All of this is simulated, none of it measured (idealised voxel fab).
Herein follows the process module entitled voxel air gaps.
Each square cell in cross-section cut measures 5 nm, and the section as a whole is 165 nm wide.
This document writes a cross-section as a grid whose cells are square, and gives it as bands, listed from the top down; one or more rows of cells form a band.
Within each band entry, the heights of the top and of the bottom of the band appear first, in that order and in nm; the materials of the band then follow from left to right, each with its corresponding width in nm. The designation "all across" on a single material indicates that it fills the band from edge to edge; the designation "blank" indicates empty space.
All heights in this document are referenced to 0, defined as the level beneath which the wafer, as received, consists entirely of one material. The lowest band is not bounded below; it extends indefinitely downward and is written in the form "z 0 and below".
Quick explanation for "30->40": the width changes in equal steps down the rows of cells, from the first number in the band's top row to the second number in its bottom row.
Any step labelled "remained unchanged" changed none of the cells in the cross-section.
Enclosed voids (no open way to top), threshold 8 cells or more, entry "Enclosed void inventory", notation width x height at distance, distance from left edge, nm.
What comes after the settings on a step's line is commentary from the simulator itself on that step.
The optional step-line setting "overlay nm" applies to steps with a mask and quantifies how far to the right of its planned location the mask lay, a negative value indicating leftward placement.

## The steps planned for the process are as follows
step 1: RECEIVE,material Si
step 2: CONFORMAL_DEP,material SiO2,thk nm 10
step 3: CONFORMAL_DEP,material SiN,thk nm 5
step 4: DIRECTIONAL_DEP,material lowk,thk nm 35
step 5: PATTERN,tone open,mask id LINES,material resist,width nm 15,pitch nm 40,thk nm 15,overlay nm 0
step 6: DIRECTIONAL_ETCH,etch materials lowk,depth nm 35
step 7: STRIP,etch materials resist
step 8: CONFORMAL_DEP,material TiN,thk nm 5
step 9: FILL_DEP,material W,thk nm 5
step 10: CMP,height nm 50
step 11: EPI,material Ru,thk nm 10
step 12: SELECTIVE_ETCH,etch materials lowk,depth nm 45
step 13: CONFORMAL_DEP,material SiCN,thk nm 5

## Cross-section of the incoming wafer, state after step 1
  z 0 and below  Si all across
  Enclosed void inventory: none

## Cross-section, end of module. Start: as above. Plan: as above. Execution: one mistake
  z 60 to 55  blank=25, SiCN=35, blank=5, SiCN=35, blank=5, SiCN=35, blank=25
  z 55 to 50  blank=25, SiCN=5, Ru=25, SiCN=5, blank=5, SiCN=5, Ru=25, SiCN=5, blank=5, SiCN=5, Ru=25, SiCN=5, blank=25
  z 50 to 45  blank=25, SiCN=10, TiN=5, W=5, TiN=5, SiCN=10, blank=5, SiCN=10, TiN=5, W=5, TiN=5, SiCN=10, blank=5, SiCN=10, TiN=5, W=5, TiN=5, SiCN=10, blank=25
  z 45 to 20  blank=30, SiCN=5, TiN=5, W=5, TiN=5, SiCN=5, blank=15, SiCN=5, TiN=5, W=5, TiN=5, SiCN=5, blank=15, SiCN=5, TiN=5, W=5, TiN=5, SiCN=5, blank=30
  z 20 to 15  SiCN=35, TiN=15, SiCN=25, TiN=15, SiCN=25, TiN=15, SiCN=35
  z 15 to 10  SiN all across
  z 10 to 0  SiO2 all across
  z 0 and below  Si all across
  Enclosed void inventory: none
Deviation from plan: it should be noted that step 11 was executed with settings other than those planned, the operation and settings actually applied being EPI,material Ru,thk nm 5
